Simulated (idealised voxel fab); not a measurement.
This is a process module. Its name is voxel self aligned vias.
The cross-section on display is named cut; it measures 155 nm wide, and its cells are 5 nm squares.
The cross-sections in this document take the form of a grid made of square cells. They are written out as bands, in order from top to bottom. Each band consists of one or more rows of cells.
This entry defines a band. It first specifies the height of the band's top and the height of its bottom in nm, and then specifies the band's materials from left to right, stating each material with its width in nm. The word "full width" identifies a single material that fills the band from edge to edge, while the word "blank" identifies empty space.
For the purposes of this specification, 0 denotes the height below which the wafer in its as-received condition is composed wholly of one material, and the lowermost band, lacking a lower limit, extends downward without end, as expressed in "0 nm and below".
A width such as "30..40" changes by the same amount from each row of cells to the next, from the band's top row to its bottom row.
When a step is marked "nothing got changed", none of the cells in the cross-section changed during that step.
Reported under the label "Enclosed voids" are the empty spaces having no open way to the top and comprising 8 cells or more; the notation for each is width x height at distance, in which the distance is measured from the left edge and all three values are in nm.
Past the settings on a step's line: simulator remark, on that step.
The line of a step may include "overlay nm". On a step with a mask, this value is how far to the right of its planned place the mask lay. A negative value means the mask lay to the left.

## The planned process steps are enumerated hereunder
1) RECEIVE | material Si
2) CONFORMAL_DEP | material SiO2 | thk nm 10
3) CONFORMAL_DEP | material SiCN | thk nm 5
4) DIRECTIONAL_DEP | material lowk | thk nm 25
5) MASKED_ETCH | tone open | mask id LINES | width nm 20 | pitch nm 45 | etch materials lowk | depth nm 25 | overlay nm 0
6) CONFORMAL_DEP | material TiN | thk nm 5
7) FILL_DEP | material W | thk nm 5
8) CMP | height nm 40
9) SELECTIVE_ETCH | etch materials W Ru TiN | depth nm 5
10) FILL_DEP | material SiN | thk nm 10
11) CMP | height nm 40
12) DIRECTIONAL_DEP | material lowk | thk nm 20
13) PATTERN | tone open | mask id VIAS | material resist | width nm 30 | pitch nm 45 | thk nm 15 | overlay nm 0
14) DIRECTIONAL_ETCH | etch materials lowk | depth nm 20
15) DIRECTIONAL_ETCH | etch materials SiN | depth nm 5
16) STRIP | etch materials resist
17) CONFORMAL_DEP | material TiN | thk nm 5
18) FILL_DEP | material W | thk nm 10
19) CMP | height nm 60
20) CONFORMAL_DEP | material SiN | thk nm 5

## The following pertains to the first of two wafers, which was processed as planned

## Incoming wafer in cross-section (state: after step 1)
* 0 nm and below = Si full width
* Enclosed voids: none

## Cross-section of the wafer after step 2
* 10 nm to 0 nm = SiO2 full width
* Unchanged below 0.

## Cross-section of the wafer after step 3
* 15 nm to 10 nm = SiCN full width
* Unchanged below 10.

## Cross-section of the wafer after step 4
* 40 nm to 15 nm = lowk full width
* Unchanged below 15.

## Cross-section of the wafer after step 5
* 40 nm to 15 nm = 20 of lowk; 20 of blank; 25 of lowk; 20 of blank; 25 of lowk; 20 of blank; 25 of lowk
* Unchanged below 15.

## Cross-section of the wafer after step 6
* 45 nm to 40 nm = 25 of TiN; 10 of blank; 35 of TiN; 10 of blank; 35 of TiN; 10 of blank; 30 of TiN
* 40 nm to 20 nm = 20 of lowk; 5 of TiN; 10 of blank; 5 of TiN; 25 of lowk; 5 of TiN; 10 of blank; 5 of TiN; 25 of lowk; 5 of TiN; 10 of blank; 5 of TiN; 25 of lowk
* 20 nm to 15 nm = 20 of lowk; 20 of TiN; 25 of lowk; 20 of TiN; 25 of lowk; 20 of TiN; 25 of lowk
* Unchanged below 15.

## Cross-section of the wafer after step 7
* 50 nm to 45 nm = W full width
* 45 nm to 40 nm = 25 of TiN; 10 of W; 35 of TiN; 10 of W; 35 of TiN; 10 of W; 30 of TiN
* 40 nm to 20 nm = 20 of lowk; 5 of TiN; 10 of W; 5 of TiN; 25 of lowk; 5 of TiN; 10 of W; 5 of TiN; 25 of lowk; 5 of TiN; 10 of W; 5 of TiN; 25 of lowk
* Unchanged below 20.

## Cross-section of the wafer after step 8
* 40 nm to 20 nm = 20 of lowk; 5 of TiN; 10 of W; 5 of TiN; 25 of lowk; 5 of TiN; 10 of W; 5 of TiN; 25 of lowk; 5 of TiN; 10 of W; 5 of TiN; 25 of lowk
* Unchanged below 20.

## Cross-section of the wafer after step 9
* 40 nm to 35 nm = 20 of lowk; 20 of blank; 25 of lowk; 20 of blank; 25 of lowk; 20 of blank; 25 of lowk
* Unchanged below 35.

## Cross-section of the wafer after step 10
* 50 nm to 40 nm = SiN full width
* 40 nm to 35 nm = 20 of lowk; 20 of SiN; 25 of lowk; 20 of SiN; 25 of lowk; 20 of SiN; 25 of lowk
* Unchanged below 35.

## Cross-section of the wafer after step 11
* 40 nm to 35 nm = 20 of lowk; 20 of SiN; 25 of lowk; 20 of SiN; 25 of lowk; 20 of SiN; 25 of lowk
* Unchanged below 35.

## Cross-section of the wafer after step 12
* 60 nm to 40 nm = lowk full width
* Unchanged below 40.

## Cross-section of the wafer after step 13
* 75 nm to 60 nm = 15 of resist; 30 of blank; 15 of resist; 30 of blank; 15 of resist; 30 of blank; 20 of resist
* Unchanged below 60.

## Cross-section of the wafer after step 14
* 75 nm to 60 nm = 15 of resist; 30 of blank; 15 of resist; 30 of blank; 15 of resist; 30 of blank; 20 of resist
* 60 nm to 40 nm = 15 of lowk; 30 of blank; 15 of lowk; 30 of blank; 15 of lowk; 30 of blank; 20 of lowk
* Unchanged below 40.

## Cross-section of the wafer after step 15
* 75 nm to 60 nm = 15 of resist; 30 of blank; 15 of resist; 30 of blank; 15 of resist; 30 of blank; 20 of resist
* 60 nm to 40 nm = 15 of lowk; 30 of blank; 15 of lowk; 30 of blank; 15 of lowk; 30 of blank; 20 of lowk
* 40 nm to 35 nm = 20 of lowk; 20 of blank; 25 of lowk; 20 of blank; 25 of lowk; 20 of blank; 25 of lowk
* Unchanged below 35.

## Cross-section of the wafer after step 16
* 60 nm to 40 nm = 15 of lowk; 30 of blank; 15 of lowk; 30 of blank; 15 of lowk; 30 of blank; 20 of lowk
* Unchanged below 40.

## Cross-section of the wafer after step 17
* 65 nm to 60 nm = 20 of TiN; 20 of blank; 25 of TiN; 20 of blank; 25 of TiN; 20 of blank; 25 of TiN
* 60 nm to 45 nm = 15 of lowk; 5 of TiN; 20 of blank; 5 of TiN; 15 of lowk; 5 of TiN; 20 of blank; 5 of TiN; 15 of lowk; 5 of TiN; 20 of blank; 5 of TiN; 20 of lowk
* 45 nm to 40 nm = 15 of lowk; 10 of TiN; 10 of blank; 10 of TiN; 15 of lowk; 10 of TiN; 10 of blank; 10 of TiN; 15 of lowk; 10 of TiN; 10 of blank; 10 of TiN; 20 of lowk
* 40 nm to 35 nm = 20 of lowk; 20 of TiN; 25 of lowk; 20 of TiN; 25 of lowk; 20 of TiN; 25 of lowk
* Unchanged below 35.

## Cross-section of the wafer after step 18
* 75 nm to 65 nm = W full width
* 65 nm to 60 nm = 20 of TiN; 20 of W; 25 of TiN; 20 of W; 25 of TiN; 20 of W; 25 of TiN
* 60 nm to 45 nm = 15 of lowk; 5 of TiN; 20 of W; 5 of TiN; 15 of lowk; 5 of TiN; 20 of W; 5 of TiN; 15 of lowk; 5 of TiN; 20 of W; 5 of TiN; 20 of lowk
* 45 nm to 40 nm = 15 of lowk; 10 of TiN; 10 of W; 10 of TiN; 15 of lowk; 10 of TiN; 10 of W; 10 of TiN; 15 of lowk; 10 of TiN; 10 of W; 10 of TiN; 20 of lowk
* Unchanged below 40.

## Cross-section of the wafer after step 19
* 60 nm to 45 nm = 15 of lowk; 5 of TiN; 20 of W; 5 of TiN; 15 of lowk; 5 of TiN; 20 of W; 5 of TiN; 15 of lowk; 5 of TiN; 20 of W; 5 of TiN; 20 of lowk
* Unchanged below 45.

## Cross-section of the wafer after step 20
* 65 nm to 60 nm = SiN full width
* Unchanged below 60.

## Companion wafer, the second of two: same beginning, same intended sequence, one mistake in carrying it out; through step 12 inclusive it tracks the first exactly

## Second wafer shown in cross-section at the time step 13 was slated to end
* 75 nm to 60 nm = 20 of resist; 30 of blank; 15 of resist; 30 of blank; 15 of resist; 30 of blank; 15 of resist
* Unchanged below 60.

## Second wafer shown in cross-section at the time step 14 was slated to end
* 75 nm to 60 nm = 20 of resist; 30 of blank; 15 of resist; 30 of blank; 15 of resist; 30 of blank; 15 of resist
* 60 nm to 40 nm = 20 of lowk; 30 of blank; 15 of lowk; 30 of blank; 15 of lowk; 30 of blank; 15 of lowk
* Unchanged below 40.

## Second wafer shown in cross-section at the time step 15 was slated to end
* 75 nm to 60 nm = 20 of resist; 30 of blank; 15 of resist; 30 of blank; 15 of resist; 30 of blank; 15 of resist
* 60 nm to 40 nm = 20 of lowk; 30 of blank; 15 of lowk; 30 of blank; 15 of lowk; 30 of blank; 15 of lowk
* 40 nm to 35 nm = 20 of lowk; 20 of blank; 25 of lowk; 20 of blank; 25 of lowk; 20 of blank; 25 of lowk
* Unchanged below 35.

## Second wafer shown in cross-section at the time step 16 was slated to end
* 60 nm to 40 nm = 20 of lowk; 30 of blank; 15 of lowk; 30 of blank; 15 of lowk; 30 of blank; 15 of lowk
* Unchanged below 40.

## Second wafer shown in cross-section at the time step 17 was slated to end
* 65 nm to 60 nm = 25 of TiN; 20 of blank; 25 of TiN; 20 of blank; 25 of TiN; 20 of blank; 20 of TiN
* 60 nm to 45 nm = 20 of lowk; 5 of TiN; 20 of blank; 5 of TiN; 15 of lowk; 5 of TiN; 20 of blank; 5 of TiN; 15 of lowk; 5 of TiN; 20 of blank; 5 of TiN; 15 of lowk
* 45 nm to 40 nm = 20 of lowk; 5 of TiN; 10 of blank; 15 of TiN; 15 of lowk; 5 of TiN; 10 of blank; 15 of TiN; 15 of lowk; 5 of TiN; 10 of blank; 15 of TiN; 15 of lowk
* 40 nm to 35 nm = 20 of lowk; 20 of TiN; 25 of lowk; 20 of TiN; 25 of lowk; 20 of TiN; 25 of lowk
* Unchanged below 35.

## Second wafer shown in cross-section at the time step 18 was slated to end
* 75 nm to 65 nm = W full width
* 65 nm to 60 nm = 25 of TiN; 20 of W; 25 of TiN; 20 of W; 25 of TiN; 20 of W; 20 of TiN
* 60 nm to 45 nm = 20 of lowk; 5 of TiN; 20 of W; 5 of TiN; 15 of lowk; 5 of TiN; 20 of W; 5 of TiN; 15 of lowk; 5 of TiN; 20 of W; 5 of TiN; 15 of lowk
* 45 nm to 40 nm = 20 of lowk; 5 of TiN; 10 of W; 15 of TiN; 15 of lowk; 5 of TiN; 10 of W; 15 of TiN; 15 of lowk; 5 of TiN; 10 of W; 15 of TiN; 15 of lowk
* Unchanged below 40.

## Second wafer shown in cross-section at the time step 19 was slated to end
* 60 nm to 45 nm = 20 of lowk; 5 of TiN; 20 of W; 5 of TiN; 15 of lowk; 5 of TiN; 20 of W; 5 of TiN; 15 of lowk; 5 of TiN; 20 of W; 5 of TiN; 15 of lowk
* Unchanged below 45.

## Second wafer shown in cross-section at the time step 20 was slated to end
* 65 nm to 60 nm = SiN full width
* Unchanged below 60.
Here's what went sideways: step 13 deviated from plan and actually ran as PATTERN | tone open | mask id VIAS | material resist | width nm 30 | pitch nm 45 | thk nm 15 | overlay nm 5
In the final comparison it is observed that the number of cells assigned to each material is identical for the two wafers, whereas their placement is not.
